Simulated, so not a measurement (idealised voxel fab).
process module | voxel self aligned vias
cross-section cut | 285 nm wide | cells 5 nm
A cross-section is a grid of square cells, given in bands from the top down. A band is one or more rows of cells.
Each band's line starts with the height of the band's top and of its bottom, in nm. Then come its materials from left to right, each with its width in nm. One material with "throughout" fills the band from edge to edge. "air" is empty space.
Height 0 is the level under which the wafer as received is all one material. The lowest band goes on downwards, as in "0 down".
A width such as "30 to 40" changes by the same amount from each row of cells to the next, from the band's top row to its bottom row.
"no change" after a step means that no cell of the cross-section changed.
closed voids: empty space of 8 cells or more with no open way to the top, each as width x height at its distance from the left edge, in nm
after a step's settings: what the simulator itself notes on the step
overlay nm, on a step with a mask: how far to the right of its planned place the mask lay; to the left if negative
plan
1 op RECEIVE | material Si
2 op CONFORMAL_DEP | material SiO2 | thk nm 15
3 op CONFORMAL_DEP | material SiCN | thk nm 5
4 op DIRECTIONAL_DEP | material lowk | thk nm 30
5 op PATTERN | tone open | mask id LINES | material resist | width nm 20 | pitch nm 65 | thk nm 15 | overlay nm 0
6 op DIRECTIONAL_ETCH | etch materials lowk | depth nm 30
7 op STRIP | etch materials resist
8 op CONFORMAL_DEP | material TiN | thk nm 5
9 op FILL_DEP | material W | thk nm 5
10 op CMP | height nm 50
11 op SELECTIVE_ETCH | etch materials W Ru TiN | depth nm 5
12 op FILL_DEP | material SiN | thk nm 5
13 op CMP | height nm 50
14 op DIRECTIONAL_DEP | material lowk | thk nm 15
15 op MASKED_ETCH | tone open | mask id VIAS | width nm 40 | etch materials lowk | depth nm 15 | overlay nm 0
16 op MASKED_ETCH | tone open | mask id VIAS | width nm 40 | etch materials SiN | depth nm 5 | overlay nm 0
17 op CONFORMAL_DEP | material TiN | thk nm 5
18 op FILL_DEP | material Cu | thk nm 5
19 op CMP | height nm 65
20 op CONFORMAL_DEP | material SiN | thk nm 5
as received, after step 1
  0 down: Si throughout
  closed voids: none
a wafer at the end: this start, this plan, one mistake
  70 to 65: SiN throughout
  65 to 50: lowk 90 | TiN 10 | lowk 20 | TiN 10 | lowk 155
  50 to 45: lowk 100 | SiN 20 | lowk 45 | SiN 20 | lowk 100
  45 to 25: lowk 100 | TiN 5 | W 10 | TiN 5 | lowk 45 | TiN 5 | W 10 | TiN 5 | lowk 100
  25 to 20: lowk 100 | TiN 20 | lowk 45 | TiN 20 | lowk 100
  20 to 15: SiCN throughout
  15 to 0: SiO2 throughout
  0 down: Si throughout
  closed voids: none
what went wrong: steps 14 and 15 were swapped
